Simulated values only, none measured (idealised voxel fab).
Process module heading - voxel ribs on slabs
For reference, the cross-section in this document is cut, with width 160 nm and square cells of 5 nm.
For the purposes of this document, a cross-section shall be understood as a grid of square cells, specified as bands listed in top-to-bottom order, each band consisting of one or more rows of cells. Basically the band line says how high the top is and how high the bottom is, in nm, and then what's in it from left to right, every material with its width in nm. Empty space shows up as "empty", and if a single material carries "all across" it runs the full band edge to edge. Heights are measured from 0, the level below which the as-received wafer is all one material; the lowest band has no bottom and continues downward, written as in "0..down". A two-number width, for instance "30->40", indicates that the width is equal to the first number in the top row of the band and to the second number in the bottom row, and that it changes by a constant amount per row of cells. It should be understood that the words "remains unaltered", when stated for a given step, signify that the cross-section underwent no change in any of its cells during that step. The list in "Sealed void list" covers empty spaces of 8 cells or more that cannot reach the top through any open way, and it gives each as width x height at distance; the distance is from the left edge, and width, height and distance are in nm. The remark found on a step's line after its settings is issued by the simulator itself and pertains to that step. "overlay nm" denotes, for a step that has a mask, the displacement of the mask to the right of its planned place, with negative values corresponding to the left.

## These are the steps we planned for the process
1 RECEIVE,material Si
2 DIRECTIONAL_DEP,material SiO2,thk nm 25
3 DIRECTIONAL_DEP,material polySi,thk nm 20
4 MASKED_ETCH,tone cover,mask id RIB,width nm 20,etch materials polySi,depth nm 5,overlay nm 0
5 DIRECTIONAL_DEP,material aC,thk nm 10
6 PATTERN,tone cover,mask id SLAB,material resist,width nm 50,thk nm 25,overlay nm 0
7 DIRECTIONAL_ETCH,etch materials aC,depth nm 10
8 STRIP,etch materials resist
9 DIRECTIONAL_ETCH,etch materials polySi,depth nm 15
10 STRIP,etch materials aC
11 FILL_DEP,material SiO2,thk nm 25
12 CMP,height nm 60
13 DIRECTIONAL_DEP,material TiN,thk nm 5
14 DIRECTIONAL_DEP,material aC,thk nm 15
15 PATTERN,tone cover,mask id HEATER,material resist,width nm 30,thk nm 30,overlay nm 0
16 DIRECTIONAL_ETCH,etch materials aC,depth nm 15
17 STRIP,etch materials resist
18 DIRECTIONAL_ETCH,etch materials TiN,depth nm 5
19 STRIP,etch materials aC
20 CONFORMAL_DEP,material SiN,thk nm 10

## Cross-sectional view of the wafer in its as-received condition, corresponding to the state after step 1
* 0..down = Si all across
* Sealed void list: none

## Cross-section at module end, one run error; start and plan unchanged from above
* 75..70 = 55 nm empty  50 nm SiN  55 nm empty
* 70..65 = SiN all across
* 65..60 = 65 nm SiN  30 nm TiN  65 nm SiN
* 60..20 = SiO2 all across
* 20..0 = polySi all across
* 0..down = Si all across
* Sealed void list: none
The mistake made against the process plan was this: steps 2 and 3 of the plan were run in the wrong order, each in the other's place
